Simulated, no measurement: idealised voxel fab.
You're looking at the process module voxel self aligned vias.
It is cross-section cut that appears here, measuring 175 nm in width, its square cells being 5 nm in size.
Square cells in a grid make up a cross-section in this document, and the grid is given as bands, listed from the top down, each one or more rows of cells. The band entry comprises the height of the band's top followed by the height of its bottom, expressed in nm, and subsequently the band's materials from left to right, each stated together with its width in nm. Where a single material is marked with the word "full width", that material fills the band from edge to edge. The word "empty" represents empty space. A quick word on heights: they are counted from 0, and under that level the wafer as it came to us is one material throughout. The lowest band is different from the rest in having no bottom; it simply continues downward, written as in "0..down". A two-number width, for instance "30..40", indicates that the width is equal to the first number in the top row of the band and to the second number in the bottom row, and that it changes by a constant amount per row of cells. No cell of the cross-section changed in a step that is given as "changes: none". Empty spaces without an open route to the top, at least 8 cells in extent, make up the entry "Voids, enclosed"; each is given as width x height at distance, where the distance is measured from the left edge, and all are in nm. Step line, after settings: the simulator's comment on this step. You can add "overlay nm" to a step's line. For a step with a mask, it describes how far the mask lay to the right of its planned position, and a negative number describes a lay to the left.
[Intended process steps]
step 1: op RECEIVE | material Si
step 2: op CONFORMAL_DEP | material SiO2 | thk nm 10
step 3: op CONFORMAL_DEP | material SiCN | thk nm 5
step 4: op DIRECTIONAL_DEP | material lowk | thk nm 25
step 5: op MASKED_ETCH | tone open | mask id LINES | width nm 30 | pitch nm 75 | etch materials lowk | depth nm 25 | overlay nm 0
step 6: op CONFORMAL_DEP | material TiN | thk nm 5
step 7: op FILL_DEP | material Ru | thk nm 10
step 8: op CMP | height nm 40
step 9: op SELECTIVE_ETCH | etch materials W Ru TiN | depth nm 10
step 10: op FILL_DEP | material SiN | thk nm 10
step 11: op CMP | height nm 40
step 12: op DIRECTIONAL_DEP | material lowk | thk nm 20
step 13: op MASKED_ETCH | tone open | mask id VIAS | width nm 50 | etch materials lowk | depth nm 20 | overlay nm 0
step 14: op MASKED_ETCH | tone open | mask id VIAS | width nm 50 | etch materials SiN | depth nm 10 | overlay nm 0
step 15: op CONFORMAL_DEP | material TiN | thk nm 5
step 16: op FILL_DEP | material Cu | thk nm 5
step 17: op CMP | height nm 60
step 18: op CONFORMAL_DEP | material SiN | thk nm 5
[Cross-section of the wafer as it came to us, i.e., already through step 1]
* 0..down: Si full width
* Voids, enclosed: none
[Cross-sectional result after module completion. Note: starting condition and plan are unchanged from above; one processing mistake was made]
* 65..60: SiN full width
* 60..40: 25 lowk; 5 TiN; 40 Cu; 5 TiN; 100 lowk
* 40..35: 25 lowk; 5 TiN; 40 Cu; 5 TiN; 35 lowk; 30 SiN; 35 lowk
* 35..30: 25 lowk; 50 TiN; 35 lowk; 30 SiN; 35 lowk
* 30..20: 25 lowk; 15 TiN; 20 Ru; 15 TiN; 35 lowk; 5 TiN; 20 Ru; 5 TiN; 35 lowk
* 20..15: 35 lowk; 30 TiN; 45 lowk; 30 TiN; 35 lowk
* 15..10: SiCN full width
* 10..0: SiO2 full width
* 0..down: Si full width
* Voids, enclosed: none
Which mistake was made when the wafer was run? step 13 of the plan was executed twice over
